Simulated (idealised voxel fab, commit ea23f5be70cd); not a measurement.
process module | voxel wiring stack
cross-section cut | 215 nm wide | cells 5 nm
A cross-section is a grid of square cells, given in bands from the top down. A band is one or more rows of cells.
Each band's line starts with the height of the band's top and of its bottom, in nm. Then come its materials from left to right, each with its width in nm. One material with "throughout" fills the band from edge to edge. "air" is empty space.
Height 0 is the level under which the wafer as received is all one material. The lowest band goes on downwards, as in "0 down".
A width such as "30 to 40" changes by the same amount from each row of cells to the next, from the band's top row to its bottom row.
"no change" after a step means that no cell of the cross-section changed.
closed voids: empty space of 8 cells or more with no open way to the top, each as width x height at its distance from the left edge, in nm
after a step's settings: what the simulator itself notes on the step
overlay nm, on a step with a mask: how far to the right of its planned place the mask lay; to the left if negative
plan
1 op RECEIVE | material Si
2 op CONFORMAL_DEP | material SiO2 | thk nm 15
3 op DIRECTIONAL_DEP | material TiN | thk nm 5
4 op DIRECTIONAL_DEP | material Ru | thk nm 20
5 op PATTERN | tone cover | mask id METAL_1 | material resist | width nm 20 | pitch nm 45 | thk nm 15 | overlay nm 0
6 op DIRECTIONAL_ETCH | etch materials Ru | depth nm 20
7 op DIRECTIONAL_ETCH | etch materials TiN | depth nm 5
8 op STRIP | etch materials resist
9 op FILL_DEP | material lowk | thk nm 5
10 op CMP | height nm 40
11 op CONFORMAL_DEP | material SiCN | thk nm 5
12 op DIRECTIONAL_DEP | material SiO2 | thk nm 35
13 op PATTERN | tone open | mask id METAL_2 | material resist | width nm 20 | pitch nm 45 | thk nm 20 | overlay nm 0
14 op DIRECTIONAL_ETCH | etch materials SiO2 | depth nm 20
15 op STRIP | etch materials resist
16 op DIRECTIONAL_DEP | material aC | thk nm 15
17 op PATTERN | tone open | mask id METAL_2_HOLES | material resist | width nm 15 | pitch nm 90 | thk nm 35 | overlay nm 0
18 op DIRECTIONAL_ETCH | etch materials aC | depth nm 15
19 op STRIP | etch materials resist
20 op DIRECTIONAL_ETCH | etch materials SiO2 | depth nm 15
21 op DIRECTIONAL_ETCH | etch materials SiCN | depth nm 5
22 op STRIP | etch materials aC
23 op CONFORMAL_DEP | material TiN | thk nm 5
24 op FILL_DEP | material Cu | thk nm 5
25 op CMP | height nm 80
26 op CONFORMAL_DEP | material SiN | thk nm 5
as received, after step 1
  0 down: Si throughout
  closed voids: none
a wafer at the end: this start, this plan, one mistake
  85 to 80: SiN throughout
  80 to 65: SiO2 30 | TiN 5 | Cu 10 | TiN 5 | SiO2 25 | TiN 5 | Cu 10 | TiN 5 | SiO2 25 | TiN 5 | Cu 10 | TiN 5 | SiO2 25 | TiN 5 | Cu 10 | TiN 5 | SiO2 30
  65 to 60: SiO2 30 | TiN 10 | Cu 5 | TiN 5 | SiO2 25 | TiN 20 | SiO2 25 | TiN 10 | Cu 5 | TiN 5 | SiO2 25 | TiN 20 | SiO2 30
  60 to 45: SiO2 35 | TiN 5 | Cu 5 | TiN 5 | SiO2 75 | TiN 5 | Cu 5 | TiN 5 | SiO2 75
  45 to 40: SiCN 35 | TiN 15 | SiCN 75 | TiN 15 | SiCN 75
  40 to 20: lowk 30 | Ru 20 | lowk 25 | Ru 20 | lowk 25 | Ru 20 | lowk 25 | Ru 20 | lowk 30
  20 to 15: lowk 30 | TiN 20 | lowk 25 | TiN 20 | lowk 25 | TiN 20 | lowk 25 | TiN 20 | lowk 30
  15 to 0: SiO2 throughout
  0 down: Si throughout
  closed voids: none
what went wrong: step 17 ran as: op PATTERN | tone open | mask id METAL_2_HOLES | material resist | width nm 15 | pitch nm 90 | thk nm 35 | overlay nm 5
